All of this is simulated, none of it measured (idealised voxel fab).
process module | voxel air gaps
cross-section cut | 175 nm wide | cells 5 nm
A cross-section is a grid of square cells, given in bands from the top down. A band is one or more rows of cells.
Each band's line starts with the height of the band's top and of its bottom, in nm. Then come its materials from left to right, each with its width in nm. One material with "throughout" fills the band from edge to edge. "air" is empty space.
Height 0 is the level under which the wafer as received is all one material. The lowest band goes on downwards, as in "0 down".
A width such as "30 to 40" changes by the same amount from each row of cells to the next, from the band's top row to its bottom row.
"no change" after a step means that no cell of the cross-section changed.
closed voids: empty space of 8 cells or more with no open way to the top, each as width x height at its distance from the left edge, in nm
after a step's settings: what the simulator itself notes on the step
overlay nm, on a step with a mask: how far to the right of its planned place the mask lay; to the left if negative
Each pair below shows a cross-section before one step and the cross-section after it, down to the lowest band that changed. The line under each pair gives the step between them, with its settings. The pairs can come from different runs of this module on the same starting wafer, so a pair continues from the pair above only where its "before" says so.
before
  0 down: Si throughout
  closed voids: none
after
  15 to 0: SiO2 throughout
  below 0: unchanged
  closed voids: none
the step between: op CONFORMAL_DEP | material SiO2 | thk nm 15
before: the cross-section after the pair above
after
  20 to 15: SiCN throughout
  below 15: unchanged
  closed voids: none
the step between: op CONFORMAL_DEP | material SiCN | thk nm 5
before: the cross-section after the pair above
after
  50 to 20: SiO2 throughout
  below 20: unchanged
  closed voids: none
the step between: op DIRECTIONAL_DEP | material SiO2 | thk nm 30
before: the cross-section after the pair above
after
  50 to 20: SiO2 30 | air 20 | SiO2 25 | air 20 | SiO2 25 | air 20 | SiO2 35
  below 20: unchanged
  closed voids: none
the step between: op MASKED_ETCH | tone open | mask id LINES | width nm 20 | pitch nm 45 | etch materials SiO2 | depth nm 30 | overlay nm 0
before: the cross-section after the pair above
after
  55 to 50: TiN 35 | air 10 | TiN 35 | air 10 | TiN 35 | air 10 | TiN 40
  50 to 25: SiO2 30 | TiN 5 | air 10 | TiN 5 | SiO2 25 | TiN 5 | air 10 | TiN 5 | SiO2 25 | TiN 5 | air 10 | TiN 5 | SiO2 35
  25 to 20: SiO2 30 | TiN 20 | SiO2 25 | TiN 20 | SiO2 25 | TiN 20 | SiO2 35
  below 20: unchanged
  closed voids: none
the step between: op CONFORMAL_DEP | material TiN | thk nm 5
before: the cross-section after the pair above
after
  65 to 55: Cu throughout
  55 to 50: TiN 35 | Cu 10 | TiN 35 | Cu 10 | TiN 35 | Cu 10 | TiN 40
  50 to 25: SiO2 30 | TiN 5 | Cu 10 | TiN 5 | SiO2 25 | TiN 5 | Cu 10 | TiN 5 | SiO2 25 | TiN 5 | Cu 10 | TiN 5 | SiO2 35
  below 25: unchanged
  closed voids: none
the step between: op FILL_DEP | material Cu | thk nm 10
before: the cross-section after the pair above
after
  50 to 25: SiO2 30 | TiN 5 | Cu 10 | TiN 5 | SiO2 25 | TiN 5 | Cu 10 | TiN 5 | SiO2 25 | TiN 5 | Cu 10 | TiN 5 | SiO2 35
  below 25: unchanged
  closed voids: none
the step between: op CMP | height nm 50
before: the cross-section after the pair above
after
  60 to 50: air 20 | Ru 40 | air 5 | Ru 40 | air 5 | Ru 40 | air 25
  below 50: unchanged
  closed voids: none
the step between: op EPI | material Ru | thk nm 10
before: the cross-section after the pair above
after
  60 to 50: air 20 | Ru 40 | air 5 | Ru 40 | air 5 | Ru 40 | air 25
  50 to 25: air 30 | TiN 5 | Cu 10 | TiN 5 | air 25 | TiN 5 | Cu 10 | TiN 5 | air 25 | TiN 5 | Cu 10 | TiN 5 | air 35
  25 to 20: air 30 | TiN 20 | air 25 | TiN 20 | air 25 | TiN 20 | air 35
  below 20: unchanged
  closed voids: none
the step between: op SELECTIVE_ETCH | etch materials SiO2 | depth nm 40
before: the cross-section after the pair above
after
  65 to 60: air 15 | SiCN 140 | air 20
  60 to 50: air 15 | SiCN 5 | Ru 40 | SiCN 5 | Ru 40 | SiCN 5 | Ru 40 | SiCN 5 | air 20
  50 to 45: air 15 | SiCN 15 | TiN 5 | Cu 10 | TiN 5 | SiCN 25 | TiN 5 | Cu 10 | TiN 5 | SiCN 25 | TiN 5 | Cu 10 | TiN 5 | SiCN 15 | air 20
  45 to 25: air 25 | SiCN 5 | TiN 5 | Cu 10 | TiN 5 | SiCN 5 | air 15 | SiCN 5 | TiN 5 | Cu 10 | TiN 5 | SiCN 5 | air 15 | SiCN 5 | TiN 5 | Cu 10 | TiN 5 | SiCN 5 | air 30
  25 to 20: SiCN 30 | TiN 20 | SiCN 25 | TiN 20 | SiCN 25 | TiN 20 | SiCN 35
  below 20: unchanged
  closed voids: 15 x 20 at 55; 15 x 20 at 100
the step between: op CONFORMAL_DEP | material SiCN | thk nm 5
before
  65 to 55: Cu throughout
  55 to 50: TiN 35 | Cu 10 | TiN 35 | Cu 10 | TiN 35 | Cu 10 | TiN 40
  50 to 25: SiO2 30 | TiN 5 | Cu 10 | TiN 5 | SiO2 25 | TiN 5 | Cu 10 | TiN 5 | SiO2 25 | TiN 5 | Cu 10 | TiN 5 | SiO2 35
  25 to 20: SiO2 30 | TiN 20 | SiO2 25 | TiN 20 | SiO2 25 | TiN 20 | SiO2 35
  20 to 15: SiCN throughout
  15 to 0: SiO2 throughout
  0 down: Si throughout
  closed voids: none
after
  75 to 65: Ru throughout
  below 65: unchanged
  closed voids: none
the step between: op EPI | material Ru | thk nm 10
before: the cross-section after the pair above
after
  80 to 75: SiCN throughout
  below 75: unchanged
  closed voids: none
the step between: op CONFORMAL_DEP | material SiCN | thk nm 5
before
  15 to 0: SiO2 throughout
  0 down: Si throughout
  closed voids: none
after
  30 to 0: SiO2 throughout
  below 0: unchanged
  closed voids: none
the step between: op CONFORMAL_DEP | material SiO2 | thk nm 15
before: the cross-section after the pair above
after
  35 to 30: SiCN throughout
  below 30: unchanged
  closed voids: none
the step between: op CONFORMAL_DEP | material SiCN | thk nm 5
before: the cross-section after the pair above
after
  65 to 35: SiO2 throughout
  below 35: unchanged
  closed voids: none
the step between: op DIRECTIONAL_DEP | material SiO2 | thk nm 30
before: the cross-section after the pair above
after
  65 to 35: SiO2 30 | air 20 | SiO2 25 | air 20 | SiO2 25 | air 20 | SiO2 35
  below 35: unchanged
  closed voids: none
the step between: op MASKED_ETCH | tone open | mask id LINES | width nm 20 | pitch nm 45 | etch materials SiO2 | depth nm 30 | overlay nm 0
before: the cross-section after the pair above
after
  70 to 65: TiN 35 | air 10 | TiN 35 | air 10 | TiN 35 | air 10 | TiN 40
  65 to 40: SiO2 30 | TiN 5 | air 10 | TiN 5 | SiO2 25 | TiN 5 | air 10 | TiN 5 | SiO2 25 | TiN 5 | air 10 | TiN 5 | SiO2 35
  40 to 35: SiO2 30 | TiN 20 | SiO2 25 | TiN 20 | SiO2 25 | TiN 20 | SiO2 35
  below 35: unchanged
  closed voids: none
the step between: op CONFORMAL_DEP | material TiN | thk nm 5
before: the cross-section after the pair above
after
  80 to 70: Cu throughout
  70 to 65: TiN 35 | Cu 10 | TiN 35 | Cu 10 | TiN 35 | Cu 10 | TiN 40
  65 to 40: SiO2 30 | TiN 5 | Cu 10 | TiN 5 | SiO2 25 | TiN 5 | Cu 10 | TiN 5 | SiO2 25 | TiN 5 | Cu 10 | TiN 5 | SiO2 35
  below 40: unchanged
  closed voids: none
the step between: op FILL_DEP | material Cu | thk nm 10
before: the cross-section after the pair above
after
  50 to 40: SiO2 30 | TiN 5 | Cu 10 | TiN 5 | SiO2 25 | TiN 5 | Cu 10 | TiN 5 | SiO2 25 | TiN 5 | Cu 10 | TiN 5 | SiO2 35
  below 40: unchanged
  closed voids: none
the step between: op CMP | height nm 50
before: the cross-section after the pair above
after
  60 to 50: air 20 | Ru 40 | air 5 | Ru 40 | air 5 | Ru 40 | air 25
  below 50: unchanged
  closed voids: none
the step between: op EPI | material Ru | thk nm 10
before: the cross-section after the pair above
after
  60 to 50: air 20 | Ru 40 | air 5 | Ru 40 | air 5 | Ru 40 | air 25
  50 to 40: air 30 | TiN 5 | Cu 10 | TiN 5 | air 25 | TiN 5 | Cu 10 | TiN 5 | air 25 | TiN 5 | Cu 10 | TiN 5 | air 35
  40 to 35: air 30 | TiN 20 | air 25 | TiN 20 | air 25 | TiN 20 | air 35
  below 35: unchanged
  closed voids: none
the step between: op SELECTIVE_ETCH | etch materials SiO2 | depth nm 40
before: the cross-section after the pair above
after
  65 to 60: air 15 | SiCN 140 | air 20
  60 to 50: air 15 | SiCN 5 | Ru 40 | SiCN 5 | Ru 40 | SiCN 5 | Ru 40 | SiCN 5 | air 20
  50 to 45: air 15 | SiCN 15 | TiN 5 | Cu 10 | TiN 5 | SiCN 25 | TiN 5 | Cu 10 | TiN 5 | SiCN 25 | TiN 5 | Cu 10 | TiN 5 | SiCN 15 | air 20
  45 to 40: air 25 | SiCN 5 | TiN 5 | Cu 10 | TiN 5 | SiCN 5 | air 15 | SiCN 5 | TiN 5 | Cu 10 | TiN 5 | SiCN 5 | air 15 | SiCN 5 | TiN 5 | Cu 10 | TiN 5 | SiCN 5 | air 30
  40 to 35: SiCN 30 | TiN 20 | SiCN 25 | TiN 20 | SiCN 25 | TiN 20 | SiCN 35
  below 35: unchanged
  closed voids: none
the step between: op CONFORMAL_DEP | material SiCN | thk nm 5
before
  15 to 0: SiO2 throughout
  0 down: Si throughout
  closed voids: none
after
  45 to 0: SiO2 throughout
  below 0: unchanged
  closed voids: none
the step between: op DIRECTIONAL_DEP | material SiO2 | thk nm 30
before: the cross-section after the pair above
after
  50 to 45: SiCN throughout
  below 45: unchanged
  closed voids: none
the step between: op CONFORMAL_DEP | material SiCN | thk nm 5
before: the cross-section after the pair above
after
  55 to 50: TiN throughout
  below 50: unchanged
  closed voids: none
the step between: op CONFORMAL_DEP | material TiN | thk nm 5
before: the cross-section after the pair above
after
  65 to 55: Cu throughout
  below 55: unchanged
  closed voids: none
the step between: op FILL_DEP | material Cu | thk nm 10
before: the cross-section after the pair above
after
  50 to 45: SiCN throughout
  below 45: unchanged
  closed voids: none
the step between: op CMP | height nm 50
before: the cross-section after the pair above
after
  55 to 45: SiCN throughout
  below 45: unchanged
  closed voids: none
the step between: op CONFORMAL_DEP | material SiCN | thk nm 5
before
  0 down: Si throughout
  closed voids: none
after
  20 to 0: SiO2 throughout
  below 0: unchanged
  closed voids: none
the step between: op CONFORMAL_DEP | material SiO2 | thk nm 20
before: the cross-section after the pair above
after
  25 to 20: SiCN throughout
  below 20: unchanged
  closed voids: none
the step between: op CONFORMAL_DEP | material SiCN | thk nm 5
before: the cross-section after the pair above
after
  55 to 25: SiO2 throughout
  below 25: unchanged
  closed voids: none
the step between: op DIRECTIONAL_DEP | material SiO2 | thk nm 30
before: the cross-section after the pair above
after
  55 to 25: SiO2 30 | air 20 | SiO2 25 | air 20 | SiO2 25 | air 20 | SiO2 35
  below 25: unchanged
  closed voids: none
the step between: op MASKED_ETCH | tone open | mask id LINES | width nm 20 | pitch nm 45 | etch materials SiO2 | depth nm 30 | overlay nm 0
before: the cross-section after the pair above
after
  60 to 55: TiN 35 | air 10 | TiN 35 | air 10 | TiN 35 | air 10 | TiN 40
  55 to 30: SiO2 30 | TiN 5 | air 10 | TiN 5 | SiO2 25 | TiN 5 | air 10 | TiN 5 | SiO2 25 | TiN 5 | air 10 | TiN 5 | SiO2 35
  30 to 25: SiO2 30 | TiN 20 | SiO2 25 | TiN 20 | SiO2 25 | TiN 20 | SiO2 35
  below 25: unchanged
  closed voids: none
the step between: op CONFORMAL_DEP | material TiN | thk nm 5
before: the cross-section after the pair above
after
  70 to 60: Cu throughout
  60 to 55: TiN 35 | Cu 10 | TiN 35 | Cu 10 | TiN 35 | Cu 10 | TiN 40
  55 to 30: SiO2 30 | TiN 5 | Cu 10 | TiN 5 | SiO2 25 | TiN 5 | Cu 10 | TiN 5 | SiO2 25 | TiN 5 | Cu 10 | TiN 5 | SiO2 35
  below 30: unchanged
  closed voids: none
the step between: op FILL_DEP | material Cu | thk nm 10
before: the cross-section after the pair above
after
  50 to 30: SiO2 30 | TiN 5 | Cu 10 | TiN 5 | SiO2 25 | TiN 5 | Cu 10 | TiN 5 | SiO2 25 | TiN 5 | Cu 10 | TiN 5 | SiO2 35
  below 30: unchanged
  closed voids: none
the step between: op CMP | height nm 50
before: the cross-section after the pair above
after
  60 to 50: air 20 | Ru 40 | air 5 | Ru 40 | air 5 | Ru 40 | air 25
  below 50: unchanged
  closed voids: none
the step between: op EPI | material Ru | thk nm 10
before: the cross-section after the pair above
after
  60 to 50: air 20 | Ru 40 | air 5 | Ru 40 | air 5 | Ru 40 | air 25
  50 to 30: air 30 | TiN 5 | Cu 10 | TiN 5 | air 25 | TiN 5 | Cu 10 | TiN 5 | air 25 | TiN 5 | Cu 10 | TiN 5 | air 35
  30 to 25: air 30 | TiN 20 | air 25 | TiN 20 | air 25 | TiN 20 | air 35
  below 25: unchanged
  closed voids: none
the step between: op SELECTIVE_ETCH | etch materials SiO2 | depth nm 40
before: the cross-section after the pair above
after
  65 to 60: air 15 | SiCN 140 | air 20
  60 to 50: air 15 | SiCN 5 | Ru 40 | SiCN 5 | Ru 40 | SiCN 5 | Ru 40 | SiCN 5 | air 20
  50 to 45: air 15 | SiCN 15 | TiN 5 | Cu 10 | TiN 5 | SiCN 25 | TiN 5 | Cu 10 | TiN 5 | SiCN 25 | TiN 5 | Cu 10 | TiN 5 | SiCN 15 | air 20
  45 to 30: air 25 | SiCN 5 | TiN 5 | Cu 10 | TiN 5 | SiCN 5 | air 15 | SiCN 5 | TiN 5 | Cu 10 | TiN 5 | SiCN 5 | air 15 | SiCN 5 | TiN 5 | Cu 10 | TiN 5 | SiCN 5 | air 30
  30 to 25: SiCN 30 | TiN 20 | SiCN 25 | TiN 20 | SiCN 25 | TiN 20 | SiCN 35
  below 25: unchanged
  closed voids: 15 x 15 at 55; 15 x 15 at 100
the step between: op CONFORMAL_DEP | material SiCN | thk nm 5
before
  50 to 20: SiO2 throughout
  20 to 15: SiCN throughout
  15 to 0: SiO2 throughout
  0 down: Si throughout
  closed voids: none
after
  50 to 20: SiO2 35 | air 15 | SiO2 30 | air 15 | SiO2 30 | air 15 | SiO2 35
  below 20: unchanged
  closed voids: none
the step between: op MASKED_ETCH | tone open | mask id LINES | width nm 15 | pitch nm 45 | etch materials SiO2 | depth nm 30 | overlay nm 0
before: the cross-section after the pair above
after
  55 to 50: TiN 40 | air 5 | TiN 40 | air 5 | TiN 40 | air 5 | TiN 40
  50 to 25: SiO2 35 | TiN 5 | air 5 | TiN 5 | SiO2 30 | TiN 5 | air 5 | TiN 5 | SiO2 30 | TiN 5 | air 5 | TiN 5 | SiO2 35
  25 to 20: SiO2 35 | TiN 15 | SiO2 30 | TiN 15 | SiO2 30 | TiN 15 | SiO2 35
  below 20: unchanged
  closed voids: none
the step between: op CONFORMAL_DEP | material TiN | thk nm 5
before: the cross-section after the pair above
after
  65 to 55: Cu throughout
  55 to 50: TiN 40 | Cu 5 | TiN 40 | Cu 5 | TiN 40 | Cu 5 | TiN 40
  50 to 25: SiO2 35 | TiN 5 | Cu 5 | TiN 5 | SiO2 30 | TiN 5 | Cu 5 | TiN 5 | SiO2 30 | TiN 5 | Cu 5 | TiN 5 | SiO2 35
  below 25: unchanged
  closed voids: none
the step between: op FILL_DEP | material Cu | thk nm 10
before: the cross-section after the pair above
after
  50 to 25: SiO2 35 | TiN 5 | Cu 5 | TiN 5 | SiO2 30 | TiN 5 | Cu 5 | TiN 5 | SiO2 30 | TiN 5 | Cu 5 | TiN 5 | SiO2 35
  below 25: unchanged
  closed voids: none
the step between: op CMP | height nm 50
before: the cross-section after the pair above
after
  60 to 50: air 25 | Ru 35 | air 10 | Ru 35 | air 10 | Ru 35 | air 25
  below 50: unchanged
  closed voids: none
the step between: op EPI | material Ru | thk nm 10
before: the cross-section after the pair above
after
  60 to 50: air 25 | Ru 35 | air 10 | Ru 35 | air 10 | Ru 35 | air 25
  50 to 25: air 35 | TiN 5 | Cu 5 | TiN 5 | air 30 | TiN 5 | Cu 5 | TiN 5 | air 30 | TiN 5 | Cu 5 | TiN 5 | air 35
  25 to 20: air 35 | TiN 15 | air 30 | TiN 15 | air 30 | TiN 15 | air 35
  below 20: unchanged
  closed voids: none
the step between: op SELECTIVE_ETCH | etch materials SiO2 | depth nm 40
before: the cross-section after the pair above
after
  65 to 60: air 20 | SiCN 135 | air 20
  60 to 50: air 20 | SiCN 5 | Ru 35 | SiCN 10 | Ru 35 | SiCN 10 | Ru 35 | SiCN 5 | air 20
  50 to 45: air 20 | SiCN 15 | TiN 5 | Cu 5 | TiN 5 | SiCN 30 | TiN 5 | Cu 5 | TiN 5 | SiCN 30 | TiN 5 | Cu 5 | TiN 5 | SiCN 15 | air 20
  45 to 25: air 30 | SiCN 5 | TiN 5 | Cu 5 | TiN 5 | SiCN 5 | air 20 | SiCN 5 | TiN 5 | Cu 5 | TiN 5 | SiCN 5 | air 20 | SiCN 5 | TiN 5 | Cu 5 | TiN 5 | SiCN 5 | air 30
  25 to 20: SiCN 35 | TiN 15 | SiCN 30 | TiN 15 | SiCN 30 | TiN 15 | SiCN 35
  below 20: unchanged
  closed voids: 20 x 20 at 55; 20 x 20 at 100
the step between: op CONFORMAL_DEP | material SiCN | thk nm 5
before
  50 to 20: SiO2 throughout
  20 to 15: SiCN throughout
  15 to 0: SiO2 throughout
  0 down: Si throughout
  closed voids: none
after
  50 to 20: SiO2 20 | air 20 | SiO2 25 | air 20 | SiO2 25 | air 20 | SiO2 45
  below 20: unchanged
  closed voids: none
the step between: op MASKED_ETCH | tone open | mask id LINES | width nm 20 | pitch nm 45 | etch materials SiO2 | depth nm 30 | overlay nm -10
before: the cross-section after the pair above
after
  55 to 50: TiN 25 | air 10 | TiN 35 | air 10 | TiN 35 | air 10 | TiN 50
  50 to 25: SiO2 20 | TiN 5 | air 10 | TiN 5 | SiO2 25 | TiN 5 | air 10 | TiN 5 | SiO2 25 | TiN 5 | air 10 | TiN 5 | SiO2 45
  25 to 20: SiO2 20 | TiN 20 | SiO2 25 | TiN 20 | SiO2 25 | TiN 20 | SiO2 45
  below 20: unchanged
  closed voids: none
the step between: op CONFORMAL_DEP | material TiN | thk nm 5
before: the cross-section after the pair above
after
  65 to 55: Cu throughout
  55 to 50: TiN 25 | Cu 10 | TiN 35 | Cu 10 | TiN 35 | Cu 10 | TiN 50
  50 to 25: SiO2 20 | TiN 5 | Cu 10 | TiN 5 | SiO2 25 | TiN 5 | Cu 10 | TiN 5 | SiO2 25 | TiN 5 | Cu 10 | TiN 5 | SiO2 45
  below 25: unchanged
  closed voids: none
the step between: op FILL_DEP | material Cu | thk nm 10
before: the cross-section after the pair above
after
  50 to 25: SiO2 20 | TiN 5 | Cu 10 | TiN 5 | SiO2 25 | TiN 5 | Cu 10 | TiN 5 | SiO2 25 | TiN 5 | Cu 10 | TiN 5 | SiO2 45
  below 25: unchanged
  closed voids: none
the step between: op CMP | height nm 50
before: the cross-section after the pair above
after
  60 to 50: air 10 | Ru 40 | air 5 | Ru 40 | air 5 | Ru 40 | air 35
  below 50: unchanged
  closed voids: none
the step between: op EPI | material Ru | thk nm 10
before: the cross-section after the pair above
after
  60 to 50: air 10 | Ru 40 | air 5 | Ru 40 | air 5 | Ru 40 | air 35
  50 to 25: air 20 | TiN 5 | Cu 10 | TiN 5 | air 25 | TiN 5 | Cu 10 | TiN 5 | air 25 | TiN 5 | Cu 10 | TiN 5 | air 45
  25 to 20: air 20 | TiN 20 | air 25 | TiN 20 | air 25 | TiN 20 | air 45
  below 20: unchanged
  closed voids: none
the step between: op SELECTIVE_ETCH | etch materials SiO2 | depth nm 40
before: the cross-section after the pair above
after
  65 to 60: air 5 | SiCN 140 | air 30
  60 to 50: air 5 | SiCN 5 | Ru 40 | SiCN 5 | Ru 40 | SiCN 5 | Ru 40 | SiCN 5 | air 30
  50 to 45: air 5 | SiCN 15 | TiN 5 | Cu 10 | TiN 5 | SiCN 25 | TiN 5 | Cu 10 | TiN 5 | SiCN 25 | TiN 5 | Cu 10 | TiN 5 | SiCN 15 | air 30
  45 to 25: air 15 | SiCN 5 | TiN 5 | Cu 10 | TiN 5 | SiCN 5 | air 15 | SiCN 5 | TiN 5 | Cu 10 | TiN 5 | SiCN 5 | air 15 | SiCN 5 | TiN 5 | Cu 10 | TiN 5 | SiCN 5 | air 40
  25 to 20: SiCN 20 | TiN 20 | SiCN 25 | TiN 20 | SiCN 25 | TiN 20 | SiCN 45
  below 20: unchanged
  closed voids: 15 x 20 at 45; 15 x 20 at 90
the step between: op CONFORMAL_DEP | material SiCN | thk nm 5
before
  55 to 50: TiN 35 | air 10 | TiN 35 | air 10 | TiN 35 | air 10 | TiN 40
  50 to 25: SiO2 30 | TiN 5 | air 10 | TiN 5 | SiO2 25 | TiN 5 | air 10 | TiN 5 | SiO2 25 | TiN 5 | air 10 | TiN 5 | SiO2 35
  25 to 20: SiO2 30 | TiN 20 | SiO2 25 | TiN 20 | SiO2 25 | TiN 20 | SiO2 35
  20 to 15: SiCN throughout
  15 to 0: SiO2 throughout
  0 down: Si throughout
  closed voids: none
after
  65 to 55: SiO2 throughout
  55 to 50: TiN 35 | SiO2 10 | TiN 35 | SiO2 10 | TiN 35 | SiO2 10 | TiN 40
  50 to 25: SiO2 30 | TiN 5 | SiO2 10 | TiN 5 | SiO2 25 | TiN 5 | SiO2 10 | TiN 5 | SiO2 25 | TiN 5 | SiO2 10 | TiN 5 | SiO2 35
  below 25: unchanged
  closed voids: none
the step between: op FILL_DEP | material SiO2 | thk nm 10
before: the cross-section after the pair above
after
  50 to 25: SiO2 30 | TiN 5 | SiO2 10 | TiN 5 | SiO2 25 | TiN 5 | SiO2 10 | TiN 5 | SiO2 25 | TiN 5 | SiO2 10 | TiN 5 | SiO2 35
  below 25: unchanged
  closed voids: none
the step between: op CMP | height nm 50
before: the cross-section after the pair above
after
  60 to 50: air 20 | Ru 40 | air 5 | Ru 40 | air 5 | Ru 40 | air 25
  below 50: unchanged
  closed voids: none
the step between: op EPI | material Ru | thk nm 10
before: the cross-section after the pair above
after
  60 to 50: air 20 | Ru 40 | air 5 | Ru 40 | air 5 | Ru 40 | air 25
  50 to 25: air 30 | TiN 5 | SiO2 10 | TiN 5 | air 25 | TiN 5 | SiO2 10 | TiN 5 | air 25 | TiN 5 | SiO2 10 | TiN 5 | air 35
  25 to 20: air 30 | TiN 20 | air 25 | TiN 20 | air 25 | TiN 20 | air 35
  below 20: unchanged
  closed voids: none
the step between: op SELECTIVE_ETCH | etch materials SiO2 | depth nm 40
before: the cross-section after the pair above
after
  65 to 60: air 15 | SiCN 140 | air 20
  60 to 50: air 15 | SiCN 5 | Ru 40 | SiCN 5 | Ru 40 | SiCN 5 | Ru 40 | SiCN 5 | air 20
  50 to 45: air 15 | SiCN 15 | TiN 5 | SiO2 10 | TiN 5 | SiCN 25 | TiN 5 | SiO2 10 | TiN 5 | SiCN 25 | TiN 5 | SiO2 10 | TiN 5 | SiCN 15 | air 20
  45 to 25: air 25 | SiCN 5 | TiN 5 | SiO2 10 | TiN 5 | SiCN 5 | air 15 | SiCN 5 | TiN 5 | SiO2 10 | TiN 5 | SiCN 5 | air 15 | SiCN 5 | TiN 5 | SiO2 10 | TiN 5 | SiCN 5 | air 30
  25 to 20: SiCN 30 | TiN 20 | SiCN 25 | TiN 20 | SiCN 25 | TiN 20 | SiCN 35
  below 20: unchanged
  closed voids: 15 x 20 at 55; 15 x 20 at 100
the step between: op CONFORMAL_DEP | material SiCN | thk nm 5
before
  50 to 20: SiO2 throughout
  20 to 15: SiCN throughout
  15 to 0: SiO2 throughout
  0 down: Si throughout
  closed voids: none
after
  50 to 20: air 30 | SiO2 20 | air 25 | SiO2 20 | air 25 | SiO2 20 | air 35
  below 20: unchanged
  closed voids: none
the step between: op MASKED_ETCH | tone cover | mask id LINES | width nm 20 | pitch nm 45 | etch materials SiO2 | depth nm 30 | overlay nm 0
before: the cross-section after the pair above
after
  55 to 50: air 25 | TiN 30 | air 15 | TiN 30 | air 15 | TiN 30 | air 30
  50 to 25: air 25 | TiN 5 | SiO2 20 | TiN 5 | air 15 | TiN 5 | SiO2 20 | TiN 5 | air 15 | TiN 5 | SiO2 20 | TiN 5 | air 30
  25 to 20: TiN 30 | SiO2 20 | TiN 25 | SiO2 20 | TiN 25 | SiO2 20 | TiN 35
  below 20: unchanged
  closed voids: none
the step between: op CONFORMAL_DEP | material TiN | thk nm 5
before: the cross-section after the pair above
after
  65 to 55: Cu throughout
  55 to 50: Cu 25 | TiN 30 | Cu 15 | TiN 30 | Cu 15 | TiN 30 | Cu 30
  50 to 25: Cu 25 | TiN 5 | SiO2 20 | TiN 5 | Cu 15 | TiN 5 | SiO2 20 | TiN 5 | Cu 15 | TiN 5 | SiO2 20 | TiN 5 | Cu 30
  below 25: unchanged
  closed voids: none
the step between: op FILL_DEP | material Cu | thk nm 10
before: the cross-section after the pair above
after
  50 to 25: Cu 25 | TiN 5 | SiO2 20 | TiN 5 | Cu 15 | TiN 5 | SiO2 20 | TiN 5 | Cu 15 | TiN 5 | SiO2 20 | TiN 5 | Cu 30
  below 25: unchanged
  closed voids: none
the step between: op CMP | height nm 50
before: the cross-section after the pair above
after
  60 to 50: Ru throughout
  below 50: unchanged
  closed voids: none
the step between: op EPI | material Ru | thk nm 10
before: the cross-section after the pair above
after
  65 to 60: SiCN throughout
  below 60: unchanged
  closed voids: none
the step between: op CONFORMAL_DEP | material SiCN | thk nm 5
